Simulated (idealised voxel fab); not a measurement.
The process module presented herein is designated voxel lift off.
FYI the section here is cut, 225 nm wide, cells are 5 nm squares.
Heads up, the way a cross-section reads in here is a grid of square cells, handed over as bands from the top down, with every band being one or more rows of cells.
Top, bottom (nm), then materials left to right with widths (nm); lone material tagged "everywhere" fills the whole band edge to edge; "empty" = empty space.
A quick word on heights: they are counted from 0, and under that level the wafer as it came to us is one material throughout. The lowest band is different from the rest in having no bottom; it simply continues downward, written as in "0 -> down".
So if you see something like "30 to 40" for the width, read it as the top row of the band sitting at the first number and the bottom row at the second, with every row in between moving by the same amount as the last.
Step marked "nothing altered"? Then no cell in the cross-section changed in it.
Look at "Enclosed cavity list" for the closed voids: empty spaces with no open path to the top, sized 8 cells or up. Each is width x height at distance, distance from the left edge, all nm.
On each step's line, the part that comes after the settings is the simulator's own comment on the step.
overlay nm, on a step with a mask: how far to the right of its planned place the mask lay; to the left if negative
plan
- 1: RECEIVE: material Si
- 2: CONFORMAL_DEP: material SiO2, thk nm 10
- 3: PATTERN: tone open, mask id LINES, material resist, width nm 20, pitch nm 50, thk nm 20, overlay nm 0
- 4: DIRECTIONAL_DEP: material Ru, thk nm 5
- 5: STRIP: etch materials resist
- 6: CONFORMAL_DEP: material SiO2, thk nm 5
Shown in cross-section is the wafer as received, that is, as it stands after step 1
  0 -> down  Si everywhere
  Enclosed cavity list: none
First wafer of two, sectioned at end of module; run went per plan
  20 -> 15  70 of empty, then 30 of SiO2, then 20 of empty, then 30 of SiO2, then 75 of empty
  15 -> 10  75 of SiO2, then 20 of Ru, then 30 of SiO2, then 20 of Ru, then 80 of SiO2
  10 -> 0  SiO2 everywhere
  0 -> down  Si everywhere
  Enclosed cavity list: none
Cross-sectional view of the second of two wafers upon completion of the module. This wafer shared its starting condition and process plan with the first; one error was made during its execution
  20 -> 15  80 of SiO2, then 10 of empty, then 40 of SiO2, then 10 of empty, then 85 of SiO2
  15 -> 10  75 of Ru, then 20 of SiO2, then 30 of Ru, then 20 of SiO2, then 80 of Ru
  10 -> 0  SiO2 everywhere
  0 -> down  Si everywhere
  Enclosed cavity list: none
Error vs. plan: for step 3, the planned setting was not used; the step was instead run as PATTERN: tone cover, mask id LINES, material resist, width nm 20, pitch nm 50, thk nm 20, overlay nm 0
Wafer comparison, final, in cells, second relative to first, materials more or fewer: 29 more of Ru
